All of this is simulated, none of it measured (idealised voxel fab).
process module | voxel wiring stack
Shown is cross-section cut, with a width of 190 nm and square cells of size 5 nm.
Format of a cross-section: grid, square cells. Given as bands. Order: top down. Band: one or more rows of cells.
First you get the band's top height and its bottom height, in nm, and then the materials it's made of, left to right, with each width in nm. If you see a single material with "full width", that one covers the band edge to edge. "empty" is empty space.
Heights are measured from 0, the level below which the as-received wafer is all one material; the lowest band has no bottom and continues downward, written as in "z 0 and below".
So if you see something like "30 to 40" for the width, read it as the top row of the band sitting at the first number and the bottom row at the second, with every row in between moving by the same amount as the last.
It should be understood that the words "stayed the same", when stated for a given step, signify that the cross-section underwent no change in any of its cells during that step.
In "Sealed internal voids" the enclosed voids are listed, meaning empty spaces of 8 cells or larger without any opening to the top. The form is width x height at distance, distance from the left edge, units nm.
Read whatever lies past the settings on a step's line as the simulator's own remark about the step.
"overlay nm" denotes, for a step that has a mask, the displacement of the mask to the right of its planned place, with negative values corresponding to the left.

The steps planned for the process are as follows
1,RECEIVE with material Si
2,CONFORMAL_DEP with material SiO2, thk nm 15
3,CONFORMAL_DEP with material SiCN, thk nm 5
4,DIRECTIONAL_DEP with material lowk, thk nm 15
5,DIRECTIONAL_DEP with material aC, thk nm 15
6,PATTERN with tone open, mask id METAL_1, material resist, width nm 20, pitch nm 35, thk nm 35, overlay nm 0
7,DIRECTIONAL_ETCH with etch materials aC, depth nm 15
8,STRIP with etch materials resist
9,DIRECTIONAL_ETCH with etch materials lowk, depth nm 15
10,DIRECTIONAL_ETCH with etch materials SiCN, depth nm 5
11,STRIP with etch materials aC
12,CONFORMAL_DEP with material TiN, thk nm 5
13,FILL_DEP with material W, thk nm 5
14,CMP with height nm 35
15,CONFORMAL_DEP with material SiCN, thk nm 5
16,DIRECTIONAL_DEP with material lowk, thk nm 15
17,PATTERN with tone open, mask id PLUG_1, material resist, width nm 15, pitch nm 35, thk nm 15, overlay nm 0
18,DIRECTIONAL_ETCH with etch materials lowk, depth nm 15
19,DIRECTIONAL_ETCH with etch materials SiCN, depth nm 5
20,STRIP with etch materials resist
21,EPI with material Ru, thk nm 10
22,EPI with material Ru, thk nm 10
23,DIRECTIONAL_DEP with material TiN, thk nm 5
24,DIRECTIONAL_DEP with material Ru, thk nm 15
25,MASKED_ETCH with tone cover, mask id METAL_2, width nm 20, pitch nm 35, etch materials Ru, depth nm 15, overlay nm 0
26,MASKED_ETCH with tone cover, mask id METAL_2, width nm 20, pitch nm 35, etch materials TiN, depth nm 5, overlay nm 0
27,CONFORMAL_DEP with material SiCN, thk nm 5
28,FILL_DEP with material lowk, thk nm 5
29,CMP with height nm 75
30,CONFORMAL_DEP with material SiCN, thk nm 5
31,DIRECTIONAL_DEP with material lowk, thk nm 30
32,PATTERN with tone open, mask id METAL_3_HOLES, material resist, width nm 15, pitch nm 35, thk nm 15, overlay nm 0
33,DIRECTIONAL_ETCH with etch materials lowk, depth nm 30
34,STRIP with etch materials resist
35,DIRECTIONAL_DEP with material aC, thk nm 15
36,PATTERN with tone open, mask id METAL_3, material resist, width nm 20, pitch nm 35, thk nm 35, overlay nm 0
37,DIRECTIONAL_ETCH with etch materials aC, depth nm 15
38,STRIP with etch materials resist
39,DIRECTIONAL_ETCH with etch materials lowk, depth nm 15
40,DIRECTIONAL_ETCH with etch materials SiCN, depth nm 5
41,STRIP with etch materials aC
42,CONFORMAL_DEP with material TiN, thk nm 5
43,FILL_DEP with material Ru, thk nm 10
44,CMP with height nm 110
45,CONFORMAL_DEP with material SiCN, thk nm 5

Shown in cross-section is the wafer as received, that is, as it stands after step 1
- z 0 and below: Si full width
- Sealed internal voids: none

The module was run from the start shown above using the plan shown above, but one mistake was made doing it; the resulting wafer cross-section is below
- z 115 to 110: SiCN full width
- z 110 to 100: lowk 65  TiN 5  Ru 10  TiN 5  lowk 15  TiN 5  Ru 10  TiN 5  lowk 70
- z 100 to 95: lowk 65  TiN 5  Ru 5  TiN 10  lowk 15  TiN 5  Ru 5  TiN 10  lowk 70
- z 95 to 80: lowk 65  TiN 5  Ru 5  TiN 5  lowk 20  TiN 5  Ru 5  TiN 5  lowk 75
- z 80 to 75: SiCN 65  TiN 15  SiCN 20  TiN 15  SiCN 75
- z 75 to 60: lowk 60  SiCN 5  Ru 20  SiCN 5  lowk 5  SiCN 5  Ru 20  SiCN 5  lowk 65
- z 60 to 55: SiCN 65  TiN 20  SiCN 15  TiN 20  SiCN 70
- z 55 to 40: lowk 65  Ru 15  lowk 20  Ru 15  lowk 75
- z 40 to 35: SiCN 65  Ru 15  SiCN 20  Ru 15  SiCN 75
- z 35 to 30: SiCN 65  TiN 20  SiCN 15  TiN 20  SiCN 70
- z 30 to 0: SiO2 full width
- z 0 and below: Si full width
- Sealed internal voids: none
In executing the process, a mistake was made relative to the plan: step 2 in the plan was executed twice
